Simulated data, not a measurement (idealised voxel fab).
Presented below is a process module, voxel wiring stack.
Square cell edge 5 nm, section width 275 nm, ID cut.
Bands, listed from the top down, are how a cross-section gets written in this document; the cross-section itself is a grid of square cells, and a band is one or more rows of them. Band: top height; bottom height; in nm. Then, left to right: material with width in nm, for each material. "everywhere": a single material spanning edge to edge. "blank": empty space. Convention: height 0 is the level below which the wafer, as received, is all one material. The lowest band does not terminate at the bottom but continues downward, represented as "0 nm and below". With a width like "30..40", each row of cells in the band differs from the next by the same amount, the top row carrying the first number and the bottom row the second. Reading "nothing got changed" for a step: not a cell of the cross-section changed in it. Each empty space that has no open way to the top and spans at least 8 cells appears under "Closed void roster" as width x height at distance, the distance counted from the left edge, all in nm. Where a step's line continues beyond its settings, the continuation is a remark by the simulator itself on that step. A step line may carry the setting "overlay nm", which, for steps involving a mask, states the distance by which the mask lay to the right of its intended position; negative values denote displacement to the left.
THE PLANNED PROCESS STEPS ARE ENUMERATED HEREUNDER
1 op RECEIVE | material Si
2 op CONFORMAL_DEP | material SiO2 | thk nm 10
3 op DIRECTIONAL_DEP | material TiN | thk nm 5
4 op DIRECTIONAL_DEP | material W | thk nm 15
5 op DIRECTIONAL_DEP | material aC | thk nm 15
6 op PATTERN | tone cover | mask id METAL_1 | material resist | width nm 30 | pitch nm 55 | thk nm 30 | overlay nm 0
7 op DIRECTIONAL_ETCH | etch materials aC | depth nm 15
8 op STRIP | etch materials resist
9 op DIRECTIONAL_ETCH | etch materials W | depth nm 15
10 op DIRECTIONAL_ETCH | etch materials TiN | depth nm 5
11 op STRIP | etch materials aC
12 op CONFORMAL_DEP | material SiCN | thk nm 5
13 op FILL_DEP | material SiO2 | thk nm 10
14 op CMP | height nm 30
15 op CONFORMAL_DEP | material SiCN | thk nm 5
16 op DIRECTIONAL_DEP | material SiO2 | thk nm 20
17 op PATTERN | tone open | mask id PLUG_1 | material resist | width nm 15 | pitch nm 55 | thk nm 20 | overlay nm 0
18 op DIRECTIONAL_ETCH | etch materials SiO2 | depth nm 20
19 op DIRECTIONAL_ETCH | etch materials SiCN | depth nm 5
20 op STRIP | etch materials resist
21 op EPI | material Ru | thk nm 10
22 op EPI | material Ru | thk nm 10
23 op EPI | material Ru | thk nm 5
24 op DIRECTIONAL_DEP | material TiN | thk nm 5
25 op DIRECTIONAL_DEP | material Ru | thk nm 25
26 op DIRECTIONAL_DEP | material aC | thk nm 15
27 op PATTERN | tone cover | mask id METAL_2 | material resist | width nm 30 | pitch nm 55 | thk nm 35 | overlay nm 0
28 op DIRECTIONAL_ETCH | etch materials aC | depth nm 15
29 op STRIP | etch materials resist
30 op DIRECTIONAL_ETCH | etch materials Ru | depth nm 25
31 op DIRECTIONAL_ETCH | etch materials TiN | depth nm 5
32 op STRIP | etch materials aC
33 op FILL_DEP | material lowk | thk nm 5
34 op CMP | height nm 85
35 op CONFORMAL_DEP | material SiCN | thk nm 5
36 op DIRECTIONAL_DEP | material lowk | thk nm 20
37 op PATTERN | tone open | mask id PLUG_2 | material resist | width nm 15 | pitch nm 110 | thk nm 20 | overlay nm 0
38 op DIRECTIONAL_ETCH | etch materials lowk | depth nm 20
39 op DIRECTIONAL_ETCH | etch materials SiCN | depth nm 5
40 op STRIP | etch materials resist
41 op CONFORMAL_DEP | material TiN | thk nm 5
42 op FILL_DEP | material Ru | thk nm 10
43 op CMP | height nm 110
44 op DIRECTIONAL_DEP | material TiN | thk nm 5
45 op DIRECTIONAL_DEP | material Ru | thk nm 15
46 op PATTERN | tone cover | mask id METAL_3 | material resist | width nm 30 | pitch nm 55 | thk nm 20 | overlay nm 0
47 op DIRECTIONAL_ETCH | etch materials Ru | depth nm 15
48 op DIRECTIONAL_ETCH | etch materials TiN | depth nm 5
49 op STRIP | etch materials resist
50 op CONFORMAL_DEP | material SiN | thk nm 5
51 op FILL_DEP | material lowk | thk nm 10
52 op CMP | height nm 130
53 op CONFORMAL_DEP | material SiCN | thk nm 5
54 op DIRECTIONAL_DEP | material SiO2 | thk nm 30
55 op MASKED_ETCH | tone open | mask id METAL_4 | width nm 30 | pitch nm 55 | etch materials SiO2 | depth nm 20 | overlay nm -15
56 op MASKED_ETCH | tone open | mask id METAL_4_HOLES | width nm 15 | pitch nm 55 | etch materials SiO2 | depth nm 10 | overlay nm 0
57 op MASKED_ETCH | tone open | mask id METAL_4_HOLES | width nm 15 | pitch nm 55 | etch materials SiCN | depth nm 5 | overlay nm 0
58 op CONFORMAL_DEP | material TiN | thk nm 5
59 op FILL_DEP | material Cu | thk nm 5
60 op CMP | height nm 165
61 op CONFORMAL_DEP | material SiCN | thk nm 5
It is noted that the wafers described herein are identical at the outset and are distinguished by the overlay nm of step 55; the value stated in the plan corresponds to the first wafer.
AS RECEIVED, I.E. AFTER STEP 1: CROSS-SECTION THROUGH THE FIRST OF SEVERAL WAFERS
- 0 nm and below: Si everywhere
- Closed void roster: none
PER-WAFER ROWS BELOW. FOR EACH MATERIAL: CELLS GAINED (+) OR LOST (-) SINCE THE WAFER WAS RECEIVED, AS OF END OF MODULE. THEN: CLOSED VOIDS
overlay nm -15, +45 Cu, +197 Ru, +251 SiCN, +55 SiN, +627 SiO2, +130 TiN, +54 W, +511 lowk, Closed void roster: none
overlay nm -10, +45 Cu, +197 Ru, +251 SiCN, +55 SiN, +627 SiO2, +130 TiN, +54 W, +511 lowk, Closed void roster: none
overlay nm -5, +45 Cu, +197 Ru, +251 SiCN, +55 SiN, +627 SiO2, +130 TiN, +54 W, +511 lowk, Closed void roster: none
overlay nm 0, +45 Cu, +197 Ru, +251 SiCN, +55 SiN, +627 SiO2, +130 TiN, +54 W, +511 lowk, Closed void roster: none
overlay nm 5, +39 Cu, +197 Ru, +254 SiCN, +55 SiN, +627 SiO2, +133 TiN, +54 W, +511 lowk, Closed void roster: none
overlay nm 10, +42 Cu, +197 Ru, +257 SiCN, +55 SiN, +627 SiO2, +127 TiN, +54 W, +511 lowk, Closed void roster: none
overlay nm 15, +45 Cu, +197 Ru, +260 SiCN, +55 SiN, +627 SiO2, +121 TiN, +54 W, +511 lowk, Closed void roster: none
